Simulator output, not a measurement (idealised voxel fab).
process module | voxel ribs on slabs
cross-section cut | 270 nm wide | cells 5 nm
A cross-section is a grid of square cells, given in bands from the top down. A band is one or more rows of cells.
Each band's line starts with the height of the band's top and of its bottom, in nm. Then come its materials from left to right, each with its width in nm. One material with "throughout" fills the band from edge to edge. "air" is empty space.
Height 0 is the level under which the wafer as received is all one material. The lowest band goes on downwards, as in "0 down".
A width such as "30 to 40" changes by the same amount from each row of cells to the next, from the band's top row to its bottom row.
"no change" after a step means that no cell of the cross-section changed.
closed voids: empty space of 8 cells or more with no open way to the top, each as width x height at its distance from the left edge, in nm
after a step's settings: what the simulator itself notes on the step
overlay nm, on a step with a mask: how far to the right of its planned place the mask lay; to the left if negative
plan
1 op RECEIVE | material Si
2 op DIRECTIONAL_DEP | material SiO2 | thk nm 25
3 op DIRECTIONAL_DEP | material polySi | thk nm 15
4 op DIRECTIONAL_DEP | material aC | thk nm 15
5 op PATTERN | tone cover | mask id RIB | material resist | width nm 20 | thk nm 30 | overlay nm 0
6 op DIRECTIONAL_ETCH | etch materials aC | depth nm 15
7 op STRIP | etch materials resist
8 op DIRECTIONAL_ETCH | etch materials polySi | depth nm 10
9 op STRIP | etch materials aC
10 op MASKED_ETCH | tone cover | mask id SLAB | width nm 50 | etch materials polySi | depth nm 5 | overlay nm 0
11 op FILL_DEP | material SiO2 | thk nm 25
12 op CMP | height nm 55
13 op DIRECTIONAL_DEP | material W | thk nm 5
14 op DIRECTIONAL_DEP | material aC | thk nm 10
15 op PATTERN | tone cover | mask id HEATER | material resist | width nm 30 | thk nm 25 | overlay nm 0
16 op DIRECTIONAL_ETCH | etch materials aC | depth nm 10
17 op STRIP | etch materials resist
18 op DIRECTIONAL_ETCH | etch materials W | depth nm 5
19 op STRIP | etch materials aC
20 op CONFORMAL_DEP | material SiN | thk nm 10
as received, after step 1
  0 down: Si throughout
  closed voids: none
a wafer at the end: this start, this plan, one mistake
  70 to 65: air 110 | SiN 50 | air 110
  65 to 60: SiN throughout
  60 to 55: SiN 120 | W 30 | SiN 120
  55 to 30: SiO2 throughout
  30 to 25: SiO2 125 | polySi 20 | SiO2 125
  25 to 0: SiO2 throughout
  0 down: Si throughout
  closed voids: none
what went wrong: step 3 ran as: op DIRECTIONAL_DEP | material polySi | thk nm 5
